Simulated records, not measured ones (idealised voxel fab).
Process module under the name voxel released beams
It is cross-section cut that appears here, measuring 270 nm in width, its square cells being 5 nm in size.
How to read a cross-section here: the picture is a grid of square cells, written as bands going from the top down, and any band can span one or more rows of cells.
Read a band's entry like this: the first values are the height of its top and the height of its bottom in nm, and what follows is the sequence of materials from left to right, each with its width in nm. Note that "empty" is empty space, and that a single material marked "all across" reaches across the band from edge to edge.
The level at which height equals 0 is the one under which the wafer, as it arrives, is entirely one material. No lower edge exists for the bottom band, which continues downward and is notated as in "0..down".
A width given as "30..40" starts at the first number in the band's top row and ends at the second number in its bottom row, shifting by an equal amount at every step from row to row.
"nothing got changed" means the step left every cell of the cross-section as it was.
"Fully closed voids" contains a list of empty spaces, each no smaller than 8 cells and without an open way to the top, written in the form width x height at distance with the distance from the left edge and all three in nm.
If you see something after the settings on a step's line, that's the simulator's own remark about that step.
overlay nm: mask offset rightward from planned place, masked step; negative means leftward offset.

# So here's the lineup of process steps we planned
step 1: RECEIVE, material Si
step 2: CONFORMAL_DEP, material Al2O3, thk nm 10
step 3: DIRECTIONAL_DEP, material SiO2, thk nm 15
step 4: PATTERN, tone open, mask id ANCHOR, material resist, width nm 40, thk nm 15, overlay nm 0
step 5: DIRECTIONAL_ETCH, etch materials SiO2, depth nm 15
step 6: STRIP, etch materials resist
step 7: CONFORMAL_DEP, material polySi, thk nm 15
step 8: PATTERN, tone cover, mask id BEAM, material resist, width nm 115, thk nm 20, overlay nm 0
step 9: DIRECTIONAL_ETCH, etch materials polySi, depth nm 15
step 10: STRIP, etch materials resist
step 11: STRIP, etch materials SiO2
The width nm used in step 8 is not the same on every wafer, whereas the starting condition is; the value printed in the plan is the first wafer's.

# As-received state after step 1, first of several wafers, cross-section
* 0..down = Si all across
* Fully closed voids: none

# Tabulated below, wafer by wafer, are the end-of-module results: for each material, the number of cells gained (+) or lost (-) relative to the as-received state, followed by the closed voids
width nm 115; +108 Al2O3; +87 polySi; Fully closed voids: none
width nm 120; +108 Al2O3; +90 polySi; Fully closed voids: none
width nm 125; +108 Al2O3; +93 polySi; Fully closed voids: none
width nm 130; +108 Al2O3; +96 polySi; Fully closed voids: none
width nm 135; +108 Al2O3; +99 polySi; Fully closed voids: none
width nm 140; +108 Al2O3; +102 polySi; Fully closed voids: none
